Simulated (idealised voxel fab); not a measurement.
You're looking at the process module voxel trench capacitor.
In the cross-section labelled cut, the width is 285 nm and each square cell is 5 nm.
In this document a cross-section is written as a grid of square cells. It is given as a series of bands, listed from the top down, and a band is one or more rows of cells. Read a band's entry like this: the first values are the height of its top and the height of its bottom in nm, and what follows is the sequence of materials from left to right, each with its width in nm. Note that "empty" is empty space, and that a single material marked "all across" reaches across the band from edge to edge. Heights from 0 (as-received wafer is one material below). Bottom band endless downward, as "0 -> down". Graded width ("30->40"): value in top row of band = first number; value in bottom row = second number; row-to-row change constant. "no change occurred" for a step: no cell of the cross-section changed in that step. Sealed void listing: empty space of 8 cells or more with no open way to the top, each as width x height at its distance from the left edge, in nm. On each step's line, the part that comes after the settings is the simulator's own comment on the step. overlay nm, on a step with a mask: how far to the right of its planned place the mask lay; to the left if negative.

These are the steps we planned for the process:
1) RECEIVE | material Si
2) CONFORMAL_DEP | material SiN | thk nm 5
3) DIRECTIONAL_DEP | material aC | thk nm 10
4) PATTERN | tone open | mask id TRENCH | material resist | width nm 25 | pitch nm 40 | thk nm 30 | overlay nm 0
5) DIRECTIONAL_ETCH | etch materials aC | depth nm 10
6) STRIP | etch materials resist
7) DIRECTIONAL_ETCH | etch materials SiN | depth nm 5
8) DIRECTIONAL_ETCH | etch materials Si | depth nm 40
9) STRIP | etch materials aC
10) CONFORMAL_DEP | material Al2O3 | thk nm 5
11) CONFORMAL_DEP | material TiN | thk nm 5
12) FILL_DEP | material W | thk nm 10
13) CMP | height nm 5

Here's what the wafer looked like in cross-section when it arrived - that's after step 1:
0 -> down = Si all across
Sealed void listing: none

First wafer at the end, as planned:
5 -> 0 = SiN (110), Al2O3 (5), TiN (5), W (5), TiN (5), Al2O3 (5), SiN (15), Al2O3 (5), TiN (5), W (5), TiN (5), Al2O3 (5), SiN (110)
0 -> -30 = Si (110), Al2O3 (5), TiN (5), W (5), TiN (5), Al2O3 (5), Si (15), Al2O3 (5), TiN (5), W (5), TiN (5), Al2O3 (5), Si (110)
-30 -> -35 = Si (110), Al2O3 (5), TiN (15), Al2O3 (5), Si (15), Al2O3 (5), TiN (15), Al2O3 (5), Si (110)
-35 -> -40 = Si (110), Al2O3 (25), Si (15), Al2O3 (25), Si (110)
-40 -> down = Si all across
Sealed void listing: none

Cross-sectional view of the second of two wafers upon completion of the module. This wafer shared its starting condition and process plan with the first; one error was made during its execution:
5 -> 0 = SiN (115), Al2O3 (5), TiN (10), Al2O3 (5), SiN (20), Al2O3 (5), TiN (10), Al2O3 (5), SiN (110)
0 -> -35 = Si (115), Al2O3 (5), TiN (10), Al2O3 (5), Si (20), Al2O3 (5), TiN (10), Al2O3 (5), Si (110)
-35 -> -40 = Si (115), Al2O3 (20), Si (20), Al2O3 (20), Si (110)
-40 -> down = Si all across
Sealed void listing: none
what went wrong: contrary to plan, step 4 was performed as PATTERN | tone open | mask id TRENCH | material resist | width nm 20 | pitch nm 40 | thk nm 30 | overlay nm 0
Count the cells at the end and the second wafer has more or fewer of some materials than the first: Al2O3: 2 fewer; Si: 16 more; SiN: 2 more; TiN: 2 fewer; W: 14 fewer
